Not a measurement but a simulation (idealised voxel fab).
process module | voxel transistor to metal
cross-section cut | 145 nm wide | cells 5 nm
A cross-section is a grid of square cells, given in bands from the top down. A band is one or more rows of cells.
Each band's line starts with the height of the band's top and of its bottom, in nm. Then come its materials from left to right, each with its width in nm. One material with "throughout" fills the band from edge to edge. "air" is empty space.
Height 0 is the level under which the wafer as received is all one material. The lowest band goes on downwards, as in "0 down".
A width such as "30 to 40" changes by the same amount from each row of cells to the next, from the band's top row to its bottom row.
"no change" after a step means that no cell of the cross-section changed.
closed voids: empty space of 8 cells or more with no open way to the top, each as width x height at its distance from the left edge, in nm
after a step's settings: what the simulator itself notes on the step
overlay nm, on a step with a mask: how far to the right of its planned place the mask lay; to the left if negative
plan
1 op RECEIVE | material Si
2 op CONFORMAL_DEP | material SiO2 | thk nm 5
3 op CONFORMAL_DEP | material SiN | thk nm 15
4 op DIRECTIONAL_DEP | material aC | thk nm 10
5 op PATTERN | tone cover | mask id ACTIVE | material resist | width nm 100 | thk nm 25 | overlay nm 0
6 op DIRECTIONAL_ETCH | etch materials aC | depth nm 10
7 op STRIP | etch materials resist
8 op DIRECTIONAL_ETCH | etch materials SiN | depth nm 15
9 op DIRECTIONAL_ETCH | etch materials SiO2 | depth nm 5
10 op DIRECTIONAL_ETCH | etch materials Si | depth nm 20
11 op STRIP | etch materials aC
12 op FILL_DEP | material SiO2 | thk nm 15
13 op CMP | height nm 20
14 op SELECTIVE_ETCH | etch materials SiO2 | depth nm 15
15 op STRIP | etch materials SiN
16 op SELECTIVE_ETCH | etch materials SiO2 | depth nm 5
17 op OXIDIZE | depth nm 5
18 op DIRECTIONAL_DEP | material polySi | thk nm 25
19 op DIRECTIONAL_DEP | material SiCN | thk nm 10
20 op MASKED_ETCH | tone cover | mask id GATE | width nm 20 | etch materials SiCN | depth nm 20 | overlay nm 0
21 op MASKED_ETCH | tone cover | mask id GATE | width nm 20 | etch materials polySi | depth nm 35 | overlay nm 0
22 op CONFORMAL_DEP | material SiO2 | thk nm 5
23 op DIRECTIONAL_ETCH | etch materials SiO2 | depth nm 5
24 op CONFORMAL_DEP | material SiN | thk nm 10
25 op DIRECTIONAL_ETCH | etch materials SiN | depth nm 10
26 op DIRECTIONAL_ETCH | etch materials SiO2 | depth nm 5
27 op DIRECTIONAL_ETCH | etch materials Si | depth nm 5
28 op EPI | material pSi | thk nm 10
29 op FILL_DEP | material SiO2 | thk nm 10
30 op CMP | height nm 35
31 op DIRECTIONAL_DEP | material SiO2 | thk nm 15
32 op MASKED_ETCH | tone open | mask id CONTACT | width nm 20 | pitch nm 70 | etch materials SiO2 | depth nm 50 | overlay nm 0
33 op CONFORMAL_DEP | material TiN | thk nm 5
34 op FILL_DEP | material W | thk nm 10
35 op CMP | height nm 50
36 op CONFORMAL_DEP | material SiN | thk nm 5
37 op DIRECTIONAL_DEP | material lowk | thk nm 15
38 op MASKED_ETCH | tone open | mask id METAL_1 | width nm 20 | pitch nm 70 | etch materials lowk | depth nm 15 | overlay nm 0
39 op MASKED_ETCH | tone open | mask id METAL_1 | width nm 20 | pitch nm 70 | etch materials SiN | depth nm 5 | overlay nm 0
40 op CONFORMAL_DEP | material TiN | thk nm 5
41 op FILL_DEP | material Cu | thk nm 10
42 op CMP | height nm 70
43 op CONFORMAL_DEP | material SiCN | thk nm 5
44 op DIRECTIONAL_DEP | material lowk | thk nm 30
45 op DIRECTIONAL_DEP | material aC | thk nm 10
46 op PATTERN | tone open | mask id METAL_2 | material resist | width nm 20 | pitch nm 70 | thk nm 30 | overlay nm 0
47 op DIRECTIONAL_ETCH | etch materials aC | depth nm 10
48 op STRIP | etch materials resist
49 op DIRECTIONAL_ETCH | etch materials lowk | depth nm 15
50 op STRIP | etch materials aC
51 op DIRECTIONAL_DEP | material aC | thk nm 10
52 op PATTERN | tone open | mask id METAL_2_HOLES | material resist | width nm 15 | pitch nm 70 | thk nm 30 | overlay nm 0
53 op DIRECTIONAL_ETCH | etch materials aC | depth nm 10
54 op STRIP | etch materials resist
55 op DIRECTIONAL_ETCH | etch materials lowk | depth nm 15
56 op DIRECTIONAL_ETCH | etch materials SiCN | depth nm 5
57 op STRIP | etch materials aC
58 op CONFORMAL_DEP | material TiN | thk nm 5
59 op FILL_DEP | material Ru | thk nm 10
60 op CMP | height nm 105
61 op CONFORMAL_DEP | material SiCN | thk nm 5
first wafer, as planned
as received, after step 1
  0 down: Si throughout
  closed voids: none
after step 2
  5 to 0: SiO2 throughout
  below 0: unchanged
after step 3
  20 to 5: SiN throughout
  below 5: unchanged
after step 4
  30 to 20: aC throughout
  below 20: unchanged
after step 5
  55 to 30: air 20 | resist 100 | air 25
  below 30: unchanged
after step 6
  45 to 30: air 20 | resist 100 | air 25
  30 to 20: air 20 | aC 100 | air 25
  below 20: unchanged
after step 7
  30 to 20: air 20 | aC 100 | air 25
  below 20: unchanged
after step 8
  30 to 20: air 20 | aC 100 | air 25
  20 to 5: air 20 | SiN 100 | air 25
  below 5: unchanged
after step 9
  30 to 20: air 20 | aC 100 | air 25
  20 to 5: air 20 | SiN 100 | air 25
  5 to 0: air 20 | SiO2 100 | air 25
  below 0: unchanged
after step 10
  30 to 20: air 20 | aC 100 | air 25
  20 to 5: air 20 | SiN 100 | air 25
  5 to 0: air 20 | SiO2 100 | air 25
  0 to -20: air 20 | Si 100 | air 25
  below -20: unchanged
after step 11
  20 to 5: air 20 | SiN 100 | air 25
  below 5: unchanged
after step 12
  35 to 20: SiO2 throughout
  20 to 5: SiO2 20 | SiN 100 | SiO2 25
  5 to 0: SiO2 throughout
  0 to -20: SiO2 20 | Si 100 | SiO2 25
  below -20: unchanged
after step 13
  20 to 5: SiO2 20 | SiN 100 | SiO2 25
  below 5: unchanged
after step 14
  20 to 5: air 20 | SiN 100 | air 25
  below 5: unchanged
after step 15
  5 to 0: SiO2 throughout
  below 0: unchanged
after step 16
  0 to -20: SiO2 20 | Si 100 | SiO2 25
  below -20: unchanged
after step 17
  0 to -5: SiO2 throughout
  below -5: unchanged
after step 18
  25 to 0: polySi throughout
  below 0: unchanged
after step 19
  35 to 25: SiCN throughout
  below 25: unchanged
after step 20
  35 to 25: air 60 | SiCN 20 | air 65
  below 25: unchanged
after step 21
  35 to 25: air 60 | SiCN 20 | air 65
  25 to 0: air 60 | polySi 20 | air 65
  below 0: unchanged
after step 22
  40 to 35: air 55 | SiO2 30 | air 60
  35 to 25: air 55 | SiO2 5 | SiCN 20 | SiO2 5 | air 60
  25 to 5: air 55 | SiO2 5 | polySi 20 | SiO2 5 | air 60
  5 to 0: SiO2 60 | polySi 20 | SiO2 65
  below 0: unchanged
after step 23
  35 to 25: air 55 | SiO2 5 | SiCN 20 | SiO2 5 | air 60
  25 to 0: air 55 | SiO2 5 | polySi 20 | SiO2 5 | air 60
  below 0: unchanged
after step 24
  45 to 35: air 45 | SiN 50 | air 50
  35 to 25: air 45 | SiN 10 | SiO2 5 | SiCN 20 | SiO2 5 | SiN 10 | air 50
  25 to 10: air 45 | SiN 10 | SiO2 5 | polySi 20 | SiO2 5 | SiN 10 | air 50
  10 to 0: SiN 55 | SiO2 5 | polySi 20 | SiO2 5 | SiN 60
  below 0: unchanged
after step 25
  35 to 25: air 45 | SiN 10 | SiO2 5 | SiCN 20 | SiO2 5 | SiN 10 | air 50
  25 to 0: air 45 | SiN 10 | SiO2 5 | polySi 20 | SiO2 5 | SiN 10 | air 50
  below 0: unchanged
after step 26
  35 to 30: air 45 | SiN 10 | air 5 | SiCN 20 | air 5 | SiN 10 | air 50
  30 to 25: air 45 | SiN 10 | SiO2 5 | SiCN 20 | SiO2 5 | SiN 10 | air 50
  25 to 0: air 45 | SiN 10 | SiO2 5 | polySi 20 | SiO2 5 | SiN 10 | air 50
  0 to -5: air 45 | SiO2 50 | air 50
  below -5: unchanged
after step 27
  35 to 30: air 45 | SiN 10 | air 5 | SiCN 20 | air 5 | SiN 10 | air 50
  30 to 25: air 45 | SiN 10 | SiO2 5 | SiCN 20 | SiO2 5 | SiN 10 | air 50
  25 to 0: air 45 | SiN 10 | SiO2 5 | polySi 20 | SiO2 5 | SiN 10 | air 50
  0 to -5: air 45 | SiO2 50 | air 50
  -5 to -10: SiO2 20 | air 25 | Si 50 | air 25 | SiO2 25
  below -10: unchanged
after step 28
  35 to 30: air 45 | SiN 10 | air 5 | SiCN 20 | air 5 | SiN 10 | air 50
  30 to 25: air 45 | SiN 10 | SiO2 5 | SiCN 20 | SiO2 5 | SiN 10 | air 50
  25 to 5: air 45 | SiN 10 | SiO2 5 | polySi 20 | SiO2 5 | SiN 10 | air 50
  5 to 0: air 35 | pSi 10 | SiN 10 | SiO2 5 | polySi 20 | SiO2 5 | SiN 10 | pSi 10 | air 40
  0 to -5: air 15 | pSi 30 | SiO2 50 | pSi 30 | air 20
  -5 to -10: SiO2 20 | pSi 25 | Si 50 | pSi 25 | SiO2 25
  below -10: unchanged
after step 29
  45 to 35: SiO2 throughout
  35 to 25: SiO2 45 | SiN 10 | SiO2 5 | SiCN 20 | SiO2 5 | SiN 10 | SiO2 50
  25 to 5: SiO2 45 | SiN 10 | SiO2 5 | polySi 20 | SiO2 5 | SiN 10 | SiO2 50
  5 to 0: SiO2 35 | pSi 10 | SiN 10 | SiO2 5 | polySi 20 | SiO2 5 | SiN 10 | pSi 10 | SiO2 40
  0 to -5: SiO2 15 | pSi 30 | SiO2 50 | pSi 30 | SiO2 20
  below -5: unchanged
after step 30
  35 to 25: SiO2 45 | SiN 10 | SiO2 5 | SiCN 20 | SiO2 5 | SiN 10 | SiO2 50
  below 25: unchanged
after step 31
  50 to 35: SiO2 throughout
  below 35: unchanged
after step 32
  50 to 35: SiO2 25 | air 20 | SiO2 50 | air 20 | SiO2 30
  35 to 25: SiO2 25 | air 20 | SiN 10 | SiO2 5 | SiCN 20 | SiO2 5 | SiN 10 | air 20 | SiO2 30
  25 to 5: SiO2 25 | air 20 | SiN 10 | SiO2 5 | polySi 20 | SiO2 5 | SiN 10 | air 20 | SiO2 30
  5 to 0: SiO2 25 | air 10 | pSi 10 | SiN 10 | SiO2 5 | polySi 20 | SiO2 5 | SiN 10 | pSi 10 | air 10 | SiO2 30
  below 0: unchanged
after step 33
  55 to 50: TiN 30 | air 10 | TiN 60 | air 10 | TiN 35
  50 to 35: SiO2 25 | TiN 5 | air 10 | TiN 5 | SiO2 50 | TiN 5 | air 10 | TiN 5 | SiO2 30
  35 to 25: SiO2 25 | TiN 5 | air 10 | TiN 5 | SiN 10 | SiO2 5 | SiCN 20 | SiO2 5 | SiN 10 | TiN 5 | air 10 | TiN 5 | SiO2 30
  25 to 10: SiO2 25 | TiN 5 | air 10 | TiN 5 | SiN 10 | SiO2 5 | polySi 20 | SiO2 5 | SiN 10 | TiN 5 | air 10 | TiN 5 | SiO2 30
  10 to 5: SiO2 25 | TiN 20 | SiN 10 | SiO2 5 | polySi 20 | SiO2 5 | SiN 10 | TiN 20 | SiO2 30
  5 to 0: SiO2 25 | TiN 10 | pSi 10 | SiN 10 | SiO2 5 | polySi 20 | SiO2 5 | SiN 10 | pSi 10 | TiN 10 | SiO2 30
  below 0: unchanged
after step 34
  65 to 55: W throughout
  55 to 50: TiN 30 | W 10 | TiN 60 | W 10 | TiN 35
  50 to 35: SiO2 25 | TiN 5 | W 10 | TiN 5 | SiO2 50 | TiN 5 | W 10 | TiN 5 | SiO2 30
  35 to 25: SiO2 25 | TiN 5 | W 10 | TiN 5 | SiN 10 | SiO2 5 | SiCN 20 | SiO2 5 | SiN 10 | TiN 5 | W 10 | TiN 5 | SiO2 30
  25 to 10: SiO2 25 | TiN 5 | W 10 | TiN 5 | SiN 10 | SiO2 5 | polySi 20 | SiO2 5 | SiN 10 | TiN 5 | W 10 | TiN 5 | SiO2 30
  below 10: unchanged
after step 35
  50 to 35: SiO2 25 | TiN 5 | W 10 | TiN 5 | SiO2 50 | TiN 5 | W 10 | TiN 5 | SiO2 30
  below 35: unchanged
after step 36
  55 to 50: SiN throughout
  below 50: unchanged
after step 37
  70 to 55: lowk throughout
  below 55: unchanged
after step 38
  70 to 55: lowk 25 | air 20 | lowk 50 | air 20 | lowk 30
  below 55: unchanged
after step 39
  70 to 55: lowk 25 | air 20 | lowk 50 | air 20 | lowk 30
  55 to 50: SiN 25 | air 20 | SiN 50 | air 20 | SiN 30
  below 50: unchanged
after step 40
  75 to 70: TiN 30 | air 10 | TiN 60 | air 10 | TiN 35
  70 to 55: lowk 25 | TiN 5 | air 10 | TiN 5 | lowk 50 | TiN 5 | air 10 | TiN 5 | lowk 30
  55 to 50: SiN 25 | TiN 20 | SiN 50 | TiN 20 | SiN 30
  below 50: unchanged
after step 41
  85 to 75: Cu throughout
  75 to 70: TiN 30 | Cu 10 | TiN 60 | Cu 10 | TiN 35
  70 to 55: lowk 25 | TiN 5 | Cu 10 | TiN 5 | lowk 50 | TiN 5 | Cu 10 | TiN 5 | lowk 30
  below 55: unchanged
after step 42
  70 to 55: lowk 25 | TiN 5 | Cu 10 | TiN 5 | lowk 50 | TiN 5 | Cu 10 | TiN 5 | lowk 30
  below 55: unchanged
after step 43
  75 to 70: SiCN throughout
  below 70: unchanged
after step 44
  105 to 75: lowk throughout
  below 75: unchanged
after step 45
  115 to 105: aC throughout
  below 105: unchanged
after step 46
  145 to 115: resist 25 | air 20 | resist 50 | air 20 | resist 30
  below 115: unchanged
after step 47
  135 to 115: resist 25 | air 20 | resist 50 | air 20 | resist 30
  115 to 105: aC 25 | air 20 | aC 50 | air 20 | aC 30
  below 105: unchanged
after step 48
  115 to 105: aC 25 | air 20 | aC 50 | air 20 | aC 30
  below 105: unchanged
after step 49
  115 to 105: aC 25 | air 20 | aC 50 | air 20 | aC 30
  105 to 90: lowk 25 | air 20 | lowk 50 | air 20 | lowk 30
  below 90: unchanged
after step 50
  105 to 90: lowk 25 | air 20 | lowk 50 | air 20 | lowk 30
  below 90: unchanged
after step 51
  115 to 105: aC 25 | air 20 | aC 50 | air 20 | aC 30
  105 to 100: lowk 25 | air 20 | lowk 50 | air 20 | lowk 30
  100 to 90: lowk 25 | aC 20 | lowk 50 | aC 20 | lowk 30
  below 90: unchanged
after step 52
  145 to 115: resist 25 | air 15 | resist 55 | air 15 | resist 35
  115 to 105: aC 25 | air 15 | resist 5 | aC 50 | air 15 | resist 5 | aC 30
  105 to 100: lowk 25 | air 15 | resist 5 | lowk 50 | air 15 | resist 5 | lowk 30
  below 100: unchanged
after step 53
  135 to 115: resist 25 | air 15 | resist 55 | air 15 | resist 35
  115 to 105: aC 25 | air 15 | resist 5 | aC 50 | air 15 | resist 5 | aC 30
  105 to 100: lowk 25 | air 15 | resist 5 | lowk 50 | air 15 | resist 5 | lowk 30
  100 to 90: lowk 25 | air 15 | aC 5 | lowk 50 | air 15 | aC 5 | lowk 30
  below 90: unchanged
after step 54
  115 to 105: aC 25 | air 20 | aC 50 | air 20 | aC 30
  105 to 100: lowk 25 | air 20 | lowk 50 | air 20 | lowk 30
  below 100: unchanged
after step 55
  115 to 105: aC 25 | air 20 | aC 50 | air 20 | aC 30
  105 to 100: lowk 25 | air 20 | lowk 50 | air 20 | lowk 30
  100 to 90: lowk 25 | air 15 | aC 5 | lowk 50 | air 15 | aC 5 | lowk 30
  90 to 75: lowk 25 | air 15 | lowk 55 | air 15 | lowk 35
  below 75: unchanged
after step 56
  115 to 105: aC 25 | air 20 | aC 50 | air 20 | aC 30
  105 to 100: lowk 25 | air 20 | lowk 50 | air 20 | lowk 30
  100 to 90: lowk 25 | air 15 | aC 5 | lowk 50 | air 15 | aC 5 | lowk 30
  90 to 75: lowk 25 | air 15 | lowk 55 | air 15 | lowk 35
  75 to 70: SiCN 25 | air 15 | SiCN 55 | air 15 | SiCN 35
  below 70: unchanged
after step 57
  105 to 90: lowk 25 | air 20 | lowk 50 | air 20 | lowk 30
  below 90: unchanged
after step 58
  110 to 105: TiN 30 | air 10 | TiN 60 | air 10 | TiN 35
  105 to 95: lowk 25 | TiN 5 | air 10 | TiN 5 | lowk 50 | TiN 5 | air 10 | TiN 5 | lowk 30
  95 to 90: lowk 25 | TiN 5 | air 5 | TiN 10 | lowk 50 | TiN 5 | air 5 | TiN 10 | lowk 30
  90 to 75: lowk 25 | TiN 5 | air 5 | TiN 5 | lowk 55 | TiN 5 | air 5 | TiN 5 | lowk 35
  75 to 70: SiCN 25 | TiN 15 | SiCN 55 | TiN 15 | SiCN 35
  below 70: unchanged
after step 59
  120 to 110: Ru throughout
  110 to 105: TiN 30 | Ru 10 | TiN 60 | Ru 10 | TiN 35
  105 to 95: lowk 25 | TiN 5 | Ru 10 | TiN 5 | lowk 50 | TiN 5 | Ru 10 | TiN 5 | lowk 30
  95 to 90: lowk 25 | TiN 5 | Ru 5 | TiN 10 | lowk 50 | TiN 5 | Ru 5 | TiN 10 | lowk 30
  90 to 75: lowk 25 | TiN 5 | Ru 5 | TiN 5 | lowk 55 | TiN 5 | Ru 5 | TiN 5 | lowk 35
  below 75: unchanged
after step 60
  105 to 95: lowk 25 | TiN 5 | Ru 10 | TiN 5 | lowk 50 | TiN 5 | Ru 10 | TiN 5 | lowk 30
  below 95: unchanged
after step 61
  110 to 105: SiCN throughout
  below 105: unchanged
second wafer: like start, like plan, one mistake. Through step 20 it matches the first wafer
when step 21 should have ended
  35 to 25: air 60 | SiCN 20 | air 65
  25 to 0: air 60 | polySi 30 | air 55
  below 0: unchanged
when step 22 should have ended
  40 to 35: air 55 | SiO2 30 | air 60
  35 to 25: air 55 | SiO2 5 | SiCN 20 | SiO2 5 to 15 | air 60 to 50
  25 to 5: air 55 | SiO2 5 | polySi 30 | SiO2 5 | air 50
  5 to 0: SiO2 60 | polySi 30 | SiO2 55
  below 0: unchanged
when step 23 should have ended
  35 to 25: air 55 | SiO2 5 | SiCN 20 | SiO2 5 | air 60
  25 to 0: air 55 | SiO2 5 | polySi 30 | SiO2 5 | air 50
  below 0: unchanged
when step 24 should have ended
  45 to 35: air 45 | SiN 50 | air 50
  35 to 25: air 45 | SiN 10 | SiO2 5 | SiCN 20 | SiO2 5 | SiN 20 | air 40
  25 to 10: air 45 | SiN 10 | SiO2 5 | polySi 30 | SiO2 5 | SiN 10 | air 40
  10 to 0: SiN 55 | SiO2 5 | polySi 30 | SiO2 5 | SiN 50
  below 0: unchanged
when step 25 should have ended
  35 to 25: air 45 | SiN 10 | SiO2 5 | SiCN 20 | SiO2 5 | SiN 10 | air 50
  25 to 0: air 45 | SiN 10 | SiO2 5 | polySi 30 | SiO2 5 | SiN 10 | air 40
  below 0: unchanged
when step 26 should have ended
  35 to 30: air 45 | SiN 10 | air 5 | SiCN 20 | air 5 | SiN 10 | air 50
  30 to 25: air 45 | SiN 10 | SiO2 5 | SiCN 20 | SiO2 5 | SiN 10 | air 50
  25 to 0: air 45 | SiN 10 | SiO2 5 | polySi 30 | SiO2 5 | SiN 10 | air 40
  0 to -5: air 45 | SiO2 60 | air 40
  below -5: unchanged
when step 27 should have ended
  35 to 30: air 45 | SiN 10 | air 5 | SiCN 20 | air 5 | SiN 10 | air 50
  30 to 25: air 45 | SiN 10 | SiO2 5 | SiCN 20 | SiO2 5 | SiN 10 | air 50
  25 to 0: air 45 | SiN 10 | SiO2 5 | polySi 30 | SiO2 5 | SiN 10 | air 40
  0 to -5: air 45 | SiO2 60 | air 40
  -5 to -10: SiO2 20 | air 25 | Si 60 | air 15 | SiO2 25
  below -10: unchanged
when step 28 should have ended
  35 to 30: air 45 | SiN 10 | air 5 | SiCN 20 | air 5 | SiN 10 | air 50
  30 to 25: air 45 | SiN 10 | SiO2 5 | SiCN 20 | SiO2 5 | SiN 10 | air 50
  25 to 5: air 45 | SiN 10 | SiO2 5 | polySi 30 | SiO2 5 | SiN 10 | air 40
  5 to 0: air 35 | pSi 10 | SiN 10 | SiO2 5 | polySi 30 | SiO2 5 | SiN 10 | pSi 10 | air 30
  0 to -5: air 15 | pSi 30 | SiO2 60 | pSi 20 | air 20
  -5 to -10: SiO2 20 | pSi 25 | Si 60 | pSi 15 | SiO2 25
  below -10: unchanged
when step 29 should have ended
  45 to 35: SiO2 throughout
  35 to 25: SiO2 45 | SiN 10 | SiO2 5 | SiCN 20 | SiO2 5 | SiN 10 | SiO2 50
  25 to 5: SiO2 45 | SiN 10 | SiO2 5 | polySi 30 | SiO2 5 | SiN 10 | SiO2 40
  5 to 0: SiO2 35 | pSi 10 | SiN 10 | SiO2 5 | polySi 30 | SiO2 5 | SiN 10 | pSi 10 | SiO2 30
  0 to -5: SiO2 15 | pSi 30 | SiO2 60 | pSi 20 | SiO2 20
  below -5: unchanged
when step 30 should have ended
  35 to 25: SiO2 45 | SiN 10 | SiO2 5 | SiCN 20 | SiO2 5 | SiN 10 | SiO2 50
  below 25: unchanged
when step 31 should have ended
  50 to 35: SiO2 throughout
  below 35: unchanged
when step 32 should have ended
  50 to 35: SiO2 25 | air 20 | SiO2 50 | air 20 | SiO2 30
  35 to 25: SiO2 25 | air 20 | SiN 10 | SiO2 5 | SiCN 20 | SiO2 5 | SiN 10 | air 20 | SiO2 30
  25 to 5: SiO2 25 | air 20 | SiN 10 | SiO2 5 | polySi 30 | SiO2 5 | SiN 10 | air 10 | SiO2 30
  5 to 0: SiO2 25 | air 10 | pSi 10 | SiN 10 | SiO2 5 | polySi 30 | SiO2 5 | SiN 10 | pSi 10 | SiO2 30
  below 0: unchanged
when step 33 should have ended
  55 to 50: TiN 30 | air 10 | TiN 60 | air 10 | TiN 35
  50 to 35: SiO2 25 | TiN 5 | air 10 | TiN 5 | SiO2 50 | TiN 5 | air 10 | TiN 5 | SiO2 30
  35 to 30: SiO2 25 | TiN 5 | air 10 | TiN 5 | SiN 10 | SiO2 5 | SiCN 20 | SiO2 5 | SiN 10 | TiN 5 | air 10 | TiN 5 | SiO2 30
  30 to 25: SiO2 25 | TiN 5 | air 10 | TiN 5 | SiN 10 | SiO2 5 | SiCN 20 | SiO2 5 | SiN 10 | TiN 20 | SiO2 30
  25 to 10: SiO2 25 | TiN 5 | air 10 | TiN 5 | SiN 10 | SiO2 5 | polySi 30 | SiO2 5 | SiN 10 | TiN 10 | SiO2 30
  10 to 5: SiO2 25 | TiN 20 | SiN 10 | SiO2 5 | polySi 30 | SiO2 5 | SiN 10 | TiN 10 | SiO2 30
  5 to 0: SiO2 25 | TiN 10 | pSi 10 | SiN 10 | SiO2 5 | polySi 30 | SiO2 5 | SiN 10 | pSi 10 | SiO2 30
  below 0: unchanged
when step 34 should have ended
  65 to 55: W throughout
  55 to 50: TiN 30 | W 10 | TiN 60 | W 10 | TiN 35
  50 to 35: SiO2 25 | TiN 5 | W 10 | TiN 5 | SiO2 50 | TiN 5 | W 10 | TiN 5 | SiO2 30
  35 to 30: SiO2 25 | TiN 5 | W 10 | TiN 5 | SiN 10 | SiO2 5 | SiCN 20 | SiO2 5 | SiN 10 | TiN 5 | W 10 | TiN 5 | SiO2 30
  30 to 25: SiO2 25 | TiN 5 | W 10 | TiN 5 | SiN 10 | SiO2 5 | SiCN 20 | SiO2 5 | SiN 10 | TiN 20 | SiO2 30
  25 to 10: SiO2 25 | TiN 5 | W 10 | TiN 5 | SiN 10 | SiO2 5 | polySi 30 | SiO2 5 | SiN 10 | TiN 10 | SiO2 30
  below 10: unchanged
when step 35 should have ended
  50 to 35: SiO2 25 | TiN 5 | W 10 | TiN 5 | SiO2 50 | TiN 5 | W 10 | TiN 5 | SiO2 30
  below 35: unchanged
when step 36 should have ended
  55 to 50: SiN throughout
  below 50: unchanged
when step 37 should have ended
  70 to 55: lowk throughout
  below 55: unchanged
when step 38 should have ended
  70 to 55: lowk 25 | air 20 | lowk 50 | air 20 | lowk 30
  below 55: unchanged
when step 39 should have ended
  70 to 55: lowk 25 | air 20 | lowk 50 | air 20 | lowk 30
  55 to 50: SiN 25 | air 20 | SiN 50 | air 20 | SiN 30
  below 50: unchanged
when step 40 should have ended
  75 to 70: TiN 30 | air 10 | TiN 60 | air 10 | TiN 35
  70 to 55: lowk 25 | TiN 5 | air 10 | TiN 5 | lowk 50 | TiN 5 | air 10 | TiN 5 | lowk 30
  55 to 50: SiN 25 | TiN 20 | SiN 50 | TiN 20 | SiN 30
  below 50: unchanged
when step 41 should have ended
  85 to 75: Cu throughout
  75 to 70: TiN 30 | Cu 10 | TiN 60 | Cu 10 | TiN 35
  70 to 55: lowk 25 | TiN 5 | Cu 10 | TiN 5 | lowk 50 | TiN 5 | Cu 10 | TiN 5 | lowk 30
  below 55: unchanged
when step 42 should have ended
  70 to 55: lowk 25 | TiN 5 | Cu 10 | TiN 5 | lowk 50 | TiN 5 | Cu 10 | TiN 5 | lowk 30
  below 55: unchanged
when step 43 should have ended
  75 to 70: SiCN throughout
  below 70: unchanged
when step 44 should have ended
  105 to 75: lowk throughout
  below 75: unchanged
when step 45 should have ended
  115 to 105: aC throughout
  below 105: unchanged
when step 46 should have ended
  145 to 115: resist 25 | air 20 | resist 50 | air 20 | resist 30
  below 115: unchanged
when step 47 should have ended
  135 to 115: resist 25 | air 20 | resist 50 | air 20 | resist 30
  115 to 105: aC 25 | air 20 | aC 50 | air 20 | aC 30
  below 105: unchanged
when step 48 should have ended
  115 to 105: aC 25 | air 20 | aC 50 | air 20 | aC 30
  below 105: unchanged
when step 49 should have ended
  115 to 105: aC 25 | air 20 | aC 50 | air 20 | aC 30
  105 to 90: lowk 25 | air 20 | lowk 50 | air 20 | lowk 30
  below 90: unchanged
when step 50 should have ended
  105 to 90: lowk 25 | air 20 | lowk 50 | air 20 | lowk 30
  below 90: unchanged
when step 51 should have ended
  115 to 105: aC 25 | air 20 | aC 50 | air 20 | aC 30
  105 to 100: lowk 25 | air 20 | lowk 50 | air 20 | lowk 30
  100 to 90: lowk 25 | aC 20 | lowk 50 | aC 20 | lowk 30
  below 90: unchanged
when step 52 should have ended
  145 to 115: resist 25 | air 15 | resist 55 | air 15 | resist 35
  115 to 105: aC 25 | air 15 | resist 5 | aC 50 | air 15 | resist 5 | aC 30
  105 to 100: lowk 25 | air 15 | resist 5 | lowk 50 | air 15 | resist 5 | lowk 30
  below 100: unchanged
when step 53 should have ended
  135 to 115: resist 25 | air 15 | resist 55 | air 15 | resist 35
  115 to 105: aC 25 | air 15 | resist 5 | aC 50 | air 15 | resist 5 | aC 30
  105 to 100: lowk 25 | air 15 | resist 5 | lowk 50 | air 15 | resist 5 | lowk 30
  100 to 90: lowk 25 | air 15 | aC 5 | lowk 50 | air 15 | aC 5 | lowk 30
  below 90: unchanged
when step 54 should have ended
  115 to 105: aC 25 | air 20 | aC 50 | air 20 | aC 30
  105 to 100: lowk 25 | air 20 | lowk 50 | air 20 | lowk 30
  below 100: unchanged
when step 55 should have ended
  115 to 105: aC 25 | air 20 | aC 50 | air 20 | aC 30
  105 to 100: lowk 25 | air 20 | lowk 50 | air 20 | lowk 30
  100 to 90: lowk 25 | air 15 | aC 5 | lowk 50 | air 15 | aC 5 | lowk 30
  90 to 75: lowk 25 | air 15 | lowk 55 | air 15 | lowk 35
  below 75: unchanged
when step 56 should have ended
  115 to 105: aC 25 | air 20 | aC 50 | air 20 | aC 30
  105 to 100: lowk 25 | air 20 | lowk 50 | air 20 | lowk 30
  100 to 90: lowk 25 | air 15 | aC 5 | lowk 50 | air 15 | aC 5 | lowk 30
  90 to 75: lowk 25 | air 15 | lowk 55 | air 15 | lowk 35
  75 to 70: SiCN 25 | air 15 | SiCN 55 | air 15 | SiCN 35
  below 70: unchanged
when step 57 should have ended
  105 to 90: lowk 25 | air 20 | lowk 50 | air 20 | lowk 30
  below 90: unchanged
when step 58 should have ended
  110 to 105: TiN 30 | air 10 | TiN 60 | air 10 | TiN 35
  105 to 95: lowk 25 | TiN 5 | air 10 | TiN 5 | lowk 50 | TiN 5 | air 10 | TiN 5 | lowk 30
  95 to 90: lowk 25 | TiN 5 | air 5 | TiN 10 | lowk 50 | TiN 5 | air 5 | TiN 10 | lowk 30
  90 to 75: lowk 25 | TiN 5 | air 5 | TiN 5 | lowk 55 | TiN 5 | air 5 | TiN 5 | lowk 35
  75 to 70: SiCN 25 | TiN 15 | SiCN 55 | TiN 15 | SiCN 35
  below 70: unchanged
when step 59 should have ended
  120 to 110: Ru throughout
  110 to 105: TiN 30 | Ru 10 | TiN 60 | Ru 10 | TiN 35
  105 to 95: lowk 25 | TiN 5 | Ru 10 | TiN 5 | lowk 50 | TiN 5 | Ru 10 | TiN 5 | lowk 30
  95 to 90: lowk 25 | TiN 5 | Ru 5 | TiN 10 | lowk 50 | TiN 5 | Ru 5 | TiN 10 | lowk 30
  90 to 75: lowk 25 | TiN 5 | Ru 5 | TiN 5 | lowk 55 | TiN 5 | Ru 5 | TiN 5 | lowk 35
  below 75: unchanged
when step 60 should have ended
  105 to 95: lowk 25 | TiN 5 | Ru 10 | TiN 5 | lowk 50 | TiN 5 | Ru 10 | TiN 5 | lowk 30
  below 95: unchanged
when step 61 should have ended
  110 to 105: SiCN throughout
  below 105: unchanged
what went wrong: step 21 ran as: op MASKED_ETCH | tone cover | mask id GATE | width nm 20 | etch materials polySi | depth nm 35 | overlay nm 10
at the end the second wafer has, in cells: 2 more of Si | 2 more of SiO2 | 2 fewer of TiN | 8 fewer of W | 4 fewer of pSi | 10 more of polySi
